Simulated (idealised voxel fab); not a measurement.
The document below concerns the process module designated voxel wiring stack.
Displayed cross-section: cut, width of 200 nm, square cells sized 5 nm.
Bands, listed from the top down, are how a cross-section gets written in this document; the cross-section itself is a grid of square cells, and a band is one or more rows of them.
A band entry consists of two parts. The first gives the height of the band's top and the height of its bottom, in nm. The rest lists the band's materials from left to right, each with its width in nm. A single material labelled with the word "throughout" fills the band from edge to edge, and the word "empty" marks empty space.
Heights are reckoned from 0. Under this level, the received wafer is all of one material. The bottommost band is open-ended downward, for example "z 0 and below".
The notation "30->40" denotes a width that varies across the rows of cells in the band, beginning at the first number in the top row, finishing at the second number in the bottom row, and changing by an identical amount from each row to the next.
No cell of the cross-section changed in a step that is given as "nothing altered".
Closed empty spaces (no open way to the top) of 8 cells or more are what "Trapped voids" lists, each as width x height at distance from the left edge, nm for all three.
Note: text after step settings on the step line = simulator remark on that step.
"overlay nm", when on a step's line for a step with a mask, measures how far to the right of its planned place the mask lay; a negative measure means to the left.
Steps in the process plan:
1. RECEIVE with material Si
2. CONFORMAL_DEP with material SiO2, thk nm 15
3. DIRECTIONAL_DEP with material TiN, thk nm 5
4. DIRECTIONAL_DEP with material Ru, thk nm 20
5. MASKED_ETCH with tone cover, mask id METAL_1, width nm 30, pitch nm 60, etch materials Ru, depth nm 20, overlay nm 0
6. MASKED_ETCH with tone cover, mask id METAL_1, width nm 30, pitch nm 60, etch materials TiN, depth nm 5, overlay nm 0
7. CONFORMAL_DEP with material SiCN, thk nm 5
8. FILL_DEP with material SiO2, thk nm 5
9. CMP with height nm 40
10. CONFORMAL_DEP with material SiCN, thk nm 5
11. DIRECTIONAL_DEP with material lowk, thk nm 30
12. PATTERN with tone open, mask id METAL_2_HOLES, material resist, width nm 15, pitch nm 60, thk nm 20, overlay nm 0
13. DIRECTIONAL_ETCH with etch materials lowk, depth nm 30
14. STRIP with etch materials resist
15. MASKED_ETCH with tone open, mask id METAL_2, width nm 30, pitch nm 60, etch materials lowk, depth nm 20, overlay nm 0
16. MASKED_ETCH with tone open, mask id METAL_2, width nm 30, pitch nm 60, etch materials SiCN, depth nm 5, overlay nm 0
17. CONFORMAL_DEP with material TiN, thk nm 5
18. FILL_DEP with material Cu, thk nm 10
19. CMP with height nm 75
20. CONFORMAL_DEP with material SiCN, thk nm 5
21. DIRECTIONAL_DEP with material lowk, thk nm 35
22. MASKED_ETCH with tone open, mask id METAL_3, width nm 30, pitch nm 60, etch materials lowk, depth nm 20, overlay nm 0
23. MASKED_ETCH with tone open, mask id METAL_3_HOLES, width nm 15, etch materials lowk, depth nm 15, overlay nm 0
24. MASKED_ETCH with tone open, mask id METAL_3_HOLES, width nm 15, etch materials SiCN, depth nm 5, overlay nm 0
25. CONFORMAL_DEP with material TiN, thk nm 5
26. FILL_DEP with material Ru, thk nm 10
27. CMP with height nm 115
28. CONFORMAL_DEP with material SiCN, thk nm 5
Here's what the wafer looked like in cross-section when it arrived - that's after step 1:
    z 0 and below: Si throughout
    Trapped voids: none
Cross-sectional result after module completion. Note: starting condition and plan are unchanged from above; one processing mistake was made:
    z 120 to 115: SiCN throughout
    z 115 to 100: lowk=55 / TiN=5 / Ru=20 / TiN=5 / lowk=30 / TiN=5 / Ru=20 / TiN=5 / lowk=55
    z 100 to 95: lowk=55 / TiN=5 / Ru=5 / TiN=20 / lowk=30 / TiN=30 / lowk=55
    z 95 to 80: lowk=55 / TiN=5 / Ru=5 / TiN=5 / lowk=130
    z 80 to 75: SiCN=55 / TiN=15 / SiCN=130
    z 75 to 60: lowk=55 / TiN=5 / Cu=5 / TiN=5 / lowk=45 / TiN=5 / Cu=5 / TiN=5 / lowk=70
    z 60 to 55: lowk=55 / TiN=15 / lowk=45 / TiN=15 / lowk=70
    z 55 to 45: lowk throughout
    z 45 to 40: SiCN throughout
    z 40 to 20: SiO2=50 / SiCN=5 / Ru=30 / SiCN=5 / SiO2=20 / SiCN=5 / Ru=30 / SiCN=5 / SiO2=50
    z 20 to 15: SiCN=55 / TiN=30 / SiCN=30 / TiN=30 / SiCN=55
    z 15 to 0: SiO2 throughout
    z 0 and below: Si throughout
    Trapped voids: none
What was the processing mistake? step 11 from the plan got run twice
